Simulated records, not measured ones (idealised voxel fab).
process module | voxel trench capacitor
Square cells of 5 nm make up the cross-section cut, whose width is 165 nm.
Cross-section layout: square cells on a grid; listed as bands, top to bottom; a band spans one or more cell rows.
Per band: top height and bottom height in nm, followed by the left-to-right materials and their widths in nm; "everywhere" marks a single material spanning edge to edge, "air" marks empty space.
The reference from which all heights are counted is 0, the level beneath which the as-received wafer is entirely one material; the lowest band, having no lower bound, proceeds downward and is written after the example "0 down".
The expression "30..40" gives the width at the extremes of the band, the first number at its top row of cells and the second at its bottom row, with the width changing by equal amounts from each row to the next in between.
"no alterations made" for a step: no cell of the cross-section changed in that step.
Empty spaces counting at least 8 cells and having no open way to the top are listed in "Encapsulated voids". The notation width x height at distance is used for each, the distance being from the left edge and all three values in nm.
Formally, on a step line, whatever follows the settings is a remark that the simulator itself makes on the step.
overlay nm: right-of-plan distance of the mask on a masked step; negative values mean left-of-plan.

Steps in the process plan:
1. op RECEIVE | material Si
2. op CONFORMAL_DEP | material SiN | thk nm 5
3. op DIRECTIONAL_DEP | material aC | thk nm 15
4. op PATTERN | tone open | mask id TRENCH | material resist | width nm 15 | pitch nm 40 | thk nm 35 | overlay nm 0
5. op DIRECTIONAL_ETCH | etch materials aC | depth nm 15
6. op STRIP | etch materials resist
7. op DIRECTIONAL_ETCH | etch materials SiN | depth nm 5
8. op DIRECTIONAL_ETCH | etch materials Si | depth nm 40
9. op STRIP | etch materials aC
10. op CONFORMAL_DEP | material Al2O3 | thk nm 5
11. op FILL_DEP | material polySi | thk nm 5
12. op CMP | height nm 5

The cross-section here shows the wafer as received, i.e. in its state after step 1:
> 0 down | Si everywhere
> Encapsulated voids: none

One mistake in running the module, otherwise start and plan as above: cross-section at the end:
> 5 to 0 | SiN (30) | Al2O3 (5) | polySi (15) | Al2O3 (5) | SiN (15) | Al2O3 (5) | polySi (15) | Al2O3 (5) | SiN (15) | Al2O3 (5) | polySi (15) | Al2O3 (5) | SiN (30)
> 0 to -35 | Si (30) | Al2O3 (5) | polySi (15) | Al2O3 (5) | Si (15) | Al2O3 (5) | polySi (15) | Al2O3 (5) | Si (15) | Al2O3 (5) | polySi (15) | Al2O3 (5) | Si (30)
> -35 to -40 | Si (30) | Al2O3 (25) | Si (15) | Al2O3 (25) | Si (15) | Al2O3 (25) | Si (30)
> -40 down | Si everywhere
> Encapsulated voids: none
what went wrong: rather than as planned, step 4 actually ran as op PATTERN | tone open | mask id TRENCH | material resist | width nm 25 | pitch nm 40 | thk nm 35 | overlay nm 0
